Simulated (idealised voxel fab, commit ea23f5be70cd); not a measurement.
process module | voxel transistor to metal
cross-section cut | 165 nm wide | cells 5 nm
A cross-section is a grid of square cells, given in bands from the top down. A band is one or more rows of cells.
Each band's line starts with the height of the band's top and of its bottom, in nm. Then come its materials from left to right, each with its width in nm. One material with "throughout" fills the band from edge to edge. "air" is empty space.
Height 0 is the level under which the wafer as received is all one material. The lowest band goes on downwards, as in "0 down".
A width such as "30 to 40" changes by the same amount from each row of cells to the next, from the band's top row to its bottom row.
"no change" after a step means that no cell of the cross-section changed.
closed voids: empty space of 8 cells or more with no open way to the top, each as width x height at its distance from the left edge, in nm
after a step's settings: what the simulator itself notes on the step
overlay nm, on a step with a mask: how far to the right of its planned place the mask lay; to the left if negative
plan
1 op RECEIVE | material Si
2 op CONFORMAL_DEP | material SiO2 | thk nm 5
3 op CONFORMAL_DEP | material SiN | thk nm 10
4 op DIRECTIONAL_DEP | material aC | thk nm 15
5 op PATTERN | tone cover | mask id ACTIVE | material resist | width nm 105 | thk nm 30 | overlay nm 0
6 op DIRECTIONAL_ETCH | etch materials aC | depth nm 15
7 op STRIP | etch materials resist
8 op DIRECTIONAL_ETCH | etch materials SiN | depth nm 10
9 op DIRECTIONAL_ETCH | etch materials SiO2 | depth nm 5
10 op DIRECTIONAL_ETCH | etch materials Si | depth nm 35
11 op STRIP | etch materials aC
12 op FILL_DEP | material SiO2 | thk nm 10
13 op CMP | height nm 15
14 op SELECTIVE_ETCH | etch materials SiO2 | depth nm 5
15 op STRIP | etch materials SiN
16 op SELECTIVE_ETCH | etch materials SiO2 | depth nm 5
17 op OXIDIZE | depth nm 5
18 op DIRECTIONAL_DEP | material polySi | thk nm 30
19 op DIRECTIONAL_DEP | material SiCN | thk nm 10
20 op PATTERN | tone cover | mask id GATE | material resist | width nm 25 | thk nm 20 | overlay nm 0
21 op DIRECTIONAL_ETCH | etch materials SiCN | depth nm 20
22 op DIRECTIONAL_ETCH | etch materials polySi | depth nm 40
23 op STRIP | etch materials resist
24 op CONFORMAL_DEP | material SiN | thk nm 10
25 op DIRECTIONAL_ETCH | etch materials SiN | depth nm 10
26 op DIRECTIONAL_ETCH | etch materials SiO2 | depth nm 5
27 op DIRECTIONAL_ETCH | etch materials Si | depth nm 5
28 op EPI | material pSi | thk nm 5
29 op FILL_DEP | material SiO2 | thk nm 10
30 op CMP | height nm 40
31 op DIRECTIONAL_DEP | material SiO2 | thk nm 15
32 op PATTERN | tone open | mask id CONTACT | material resist | width nm 30 | pitch nm 65 | thk nm 20 | overlay nm 0
33 op DIRECTIONAL_ETCH | etch materials SiO2 | depth nm 60
34 op STRIP | etch materials resist
35 op CONFORMAL_DEP | material TiN | thk nm 5
36 op FILL_DEP | material Ru | thk nm 5
37 op CMP | height nm 55
38 op DIRECTIONAL_DEP | material TiN | thk nm 5
39 op DIRECTIONAL_DEP | material Ru | thk nm 20
40 op PATTERN | tone cover | mask id METAL_1 | material resist | width nm 15 | pitch nm 80 | thk nm 20 | overlay nm 0
41 op DIRECTIONAL_ETCH | etch materials Ru | depth nm 20
42 op DIRECTIONAL_ETCH | etch materials TiN | depth nm 5
43 op STRIP | etch materials resist
44 op CONFORMAL_DEP | material SiN | thk nm 5
45 op FILL_DEP | material lowk | thk nm 10
46 op CMP | height nm 80
47 op CONFORMAL_DEP | material SiN | thk nm 5
as received, after step 1
  0 down: Si throughout
  closed voids: none
a wafer at the end: this start, this plan, one mistake
  85 to 80: SiN throughout
  80 to 60: lowk 30 | SiN 5 | Ru 15 | SiN 5 | lowk 55 | SiN 5 | Ru 15 | SiN 5 | lowk 30
  60 to 55: SiN 35 | TiN 15 | SiN 65 | TiN 15 | SiN 35
  55 to 45: Ru 30 | TiN 5 | SiO2 30 | TiN 5 | Ru 25 | TiN 5 | SiO2 30 | TiN 5 | Ru 30
  45 to 40: Ru 30 | TiN 5 | SiO2 30 | TiN 35 | SiO2 30 | TiN 5 | Ru 30
  40 to 30: Ru 30 | TiN 5 | SiO2 25 | SiN 10 | SiCN 25 | SiN 10 | SiO2 25 | TiN 5 | Ru 30
  30 to 10: Ru 30 | TiN 5 | SiO2 25 | SiN 10 | polySi 25 | SiN 10 | SiO2 25 | TiN 5 | Ru 30
  10 to 5: Ru 20 | TiN 15 | SiO2 25 | SiN 10 | polySi 25 | SiN 10 | SiO2 25 | TiN 15 | Ru 20
  5 to 0: Ru 20 | TiN 5 | SiN 10 | SiO2 25 | SiN 10 | polySi 25 | SiN 10 | SiO2 25 | SiN 10 | TiN 5 | Ru 20
  0 to -5: TiN 25 | SiO2 10 | pSi 5 | SiO2 15 | pSi 5 | SiO2 45 | pSi 5 | SiO2 15 | pSi 5 | SiO2 10 | TiN 25
  -5 to -10: SiO2 30 | Si 5 | pSi 25 | Si 45 | pSi 25 | Si 5 | SiO2 30
  -10 to -35: SiO2 30 | Si 105 | SiO2 30
  -35 down: Si throughout
  closed voids: none
what went wrong: step 32 ran as: op PATTERN | tone cover | mask id CONTACT | material resist | width nm 30 | pitch nm 65 | thk nm 20 | overlay nm 0
